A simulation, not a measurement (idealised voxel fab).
process module | voxel wiring stack
cross-section cut | 220 nm wide | cells 5 nm
A cross-section is a grid of square cells, given in bands from the top down. A band is one or more rows of cells.
Each band's line starts with the height of the band's top and of its bottom, in nm. Then come its materials from left to right, each with its width in nm. One material with "throughout" fills the band from edge to edge. "air" is empty space.
Height 0 is the level under which the wafer as received is all one material. The lowest band goes on downwards, as in "0 down".
A width such as "30 to 40" changes by the same amount from each row of cells to the next, from the band's top row to its bottom row.
"no change" after a step means that no cell of the cross-section changed.
closed voids: empty space of 8 cells or more with no open way to the top, each as width x height at its distance from the left edge, in nm
after a step's settings: what the simulator itself notes on the step
overlay nm, on a step with a mask: how far to the right of its planned place the mask lay; to the left if negative
plan
1 op RECEIVE | material Si
2 op CONFORMAL_DEP | material SiO2 | thk nm 15
3 op CONFORMAL_DEP | material SiCN | thk nm 5
4 op DIRECTIONAL_DEP | material lowk | thk nm 15
5 op PATTERN | tone open | mask id METAL_1 | material resist | width nm 25 | pitch nm 45 | thk nm 15 | overlay nm 0
6 op DIRECTIONAL_ETCH | etch materials lowk | depth nm 15
7 op DIRECTIONAL_ETCH | etch materials SiCN | depth nm 5
8 op STRIP | etch materials resist
9 op CONFORMAL_DEP | material TiN | thk nm 5
10 op FILL_DEP | material Cu | thk nm 10
11 op CMP | height nm 35
12 op EPI | material Ru | thk nm 5
13 op FILL_DEP | material SiCN | thk nm 5
14 op DIRECTIONAL_DEP | material lowk | thk nm 20
15 op PATTERN | tone open | mask id PLUG_1 | material resist | width nm 15 | thk nm 20 | overlay nm 0
16 op DIRECTIONAL_ETCH | etch materials lowk | depth nm 20
17 op DIRECTIONAL_ETCH | etch materials SiCN | depth nm 5
18 op STRIP | etch materials resist
19 op CONFORMAL_DEP | material TiN | thk nm 5
20 op FILL_DEP | material Cu | thk nm 10
21 op CMP | height nm 65
22 op CONFORMAL_DEP | material SiCN | thk nm 5
23 op DIRECTIONAL_DEP | material lowk | thk nm 20
24 op PATTERN | tone open | mask id METAL_2 | material resist | width nm 25 | pitch nm 45 | thk nm 15 | overlay nm 0
25 op DIRECTIONAL_ETCH | etch materials lowk | depth nm 20
26 op DIRECTIONAL_ETCH | etch materials SiCN | depth nm 5
27 op STRIP | etch materials resist
28 op CONFORMAL_DEP | material TiN | thk nm 5
29 op FILL_DEP | material Cu | thk nm 5
30 op CMP | height nm 90
31 op EPI | material Ru | thk nm 5
32 op FILL_DEP | material SiCN | thk nm 5
33 op DIRECTIONAL_DEP | material SiO2 | thk nm 30
34 op PATTERN | tone open | mask id METAL_3_HOLES | material resist | width nm 15 | thk nm 20 | overlay nm 0
35 op DIRECTIONAL_ETCH | etch materials SiO2 | depth nm 30
36 op STRIP | etch materials resist
37 op PATTERN | tone open | mask id METAL_3 | material resist | width nm 25 | pitch nm 45 | thk nm 20 | overlay nm 0
38 op DIRECTIONAL_ETCH | etch materials SiO2 | depth nm 15
39 op DIRECTIONAL_ETCH | etch materials SiCN | depth nm 5
40 op STRIP | etch materials resist
41 op CONFORMAL_DEP | material TiN | thk nm 5
42 op FILL_DEP | material Cu | thk nm 10
43 op CMP | height nm 130
44 op CONFORMAL_DEP | material SiCN | thk nm 5
45 op DIRECTIONAL_DEP | material lowk | thk nm 30
46 op PATTERN | tone open | mask id METAL_4 | material resist | width nm 25 | pitch nm 45 | thk nm 15 | overlay nm 0
47 op DIRECTIONAL_ETCH | etch materials lowk | depth nm 15
48 op STRIP | etch materials resist
49 op PATTERN | tone open | mask id METAL_4_HOLES | material resist | width nm 15 | pitch nm 45 | thk nm 15 | overlay nm 0
50 op DIRECTIONAL_ETCH | etch materials lowk | depth nm 15
51 op DIRECTIONAL_ETCH | etch materials SiCN | depth nm 5
52 op STRIP | etch materials resist
53 op CONFORMAL_DEP | material TiN | thk nm 5
54 op FILL_DEP | material Cu | thk nm 5
55 op CMP | height nm 165
56 op CONFORMAL_DEP | material SiCN | thk nm 5
varied across the wafers: width nm of step 49. The plan shows the first wafer's value. All wafers start alike
first wafer as received, after step 1
  0 down: Si throughout
  closed voids: none
each wafer at the end: cells of each material gained (+) or lost (-) since it was received, then its closed voids
width nm 15 | +82 Cu | +28 Ru | +292 SiCN | +357 SiO2 | +119 TiN | +618 lowk | closed voids: none
width nm 20 | +90 Cu | +28 Ru | +290 SiCN | +357 SiO2 | +119 TiN | +612 lowk | closed voids: none
width nm 25 | +94 Cu | +28 Ru | +290 SiCN | +357 SiO2 | +121 TiN | +606 lowk | closed voids: none
width nm 30 | +102 Cu | +28 Ru | +288 SiCN | +357 SiO2 | +121 TiN | +600 lowk | closed voids: none
